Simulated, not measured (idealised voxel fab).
process module | voxel ribs on slabs
cross-section cut | 195 nm wide | cells 5 nm
A cross-section is a grid of square cells, given in bands from the top down. A band is one or more rows of cells.
Each band's line starts with the height of the band's top and of its bottom, in nm. Then come its materials from left to right, each with its width in nm. One material with "throughout" fills the band from edge to edge. "air" is empty space.
Height 0 is the level under which the wafer as received is all one material. The lowest band goes on downwards, as in "0 down".
A width such as "30 to 40" changes by the same amount from each row of cells to the next, from the band's top row to its bottom row.
"no change" after a step means that no cell of the cross-section changed.
closed voids: empty space of 8 cells or more with no open way to the top, each as width x height at its distance from the left edge, in nm
after a step's settings: what the simulator itself notes on the step
overlay nm, on a step with a mask: how far to the right of its planned place the mask lay; to the left if negative
plan
1 op RECEIVE | material Si
2 op DIRECTIONAL_DEP | material SiO2 | thk nm 25
3 op DIRECTIONAL_DEP | material SiN | thk nm 20
4 op DIRECTIONAL_DEP | material aC | thk nm 15
5 op PATTERN | tone cover | mask id RIB | material resist | width nm 25 | thk nm 30 | overlay nm 0
6 op DIRECTIONAL_ETCH | etch materials aC | depth nm 15
7 op STRIP | etch materials resist
8 op DIRECTIONAL_ETCH | etch materials SiN | depth nm 5
9 op STRIP | etch materials aC
10 op MASKED_ETCH | tone cover | mask id SLAB | width nm 75 | etch materials SiN | depth nm 15 | overlay nm 0
11 op FILL_DEP | material SiO2 | thk nm 20
12 op CMP | height nm 50
13 op DIRECTIONAL_DEP | material W | thk nm 5
14 op PATTERN | tone cover | mask id HEATER | material resist | width nm 35 | thk nm 20 | overlay nm 0
15 op DIRECTIONAL_ETCH | etch materials W | depth nm 5
16 op STRIP | etch materials resist
17 op CONFORMAL_DEP | material SiO2 | thk nm 10
varied across the wafers: height nm of step 12. The plan shows the first wafer's value. All wafers start alike
first wafer as received, after step 1
  0 down: Si throughout
  closed voids: none
each wafer at the end: cells of each material gained (+) or lost (-) since it was received, then its closed voids
height nm 50 | +50 SiN | +422 SiO2 | +7 W | closed voids: none
height nm 55 | +50 SiN | +461 SiO2 | +7 W | closed voids: none
height nm 60 | +50 SiN | +500 SiO2 | +7 W | closed voids: none
height nm 65 | +50 SiN | +539 SiO2 | +7 W | closed voids: none
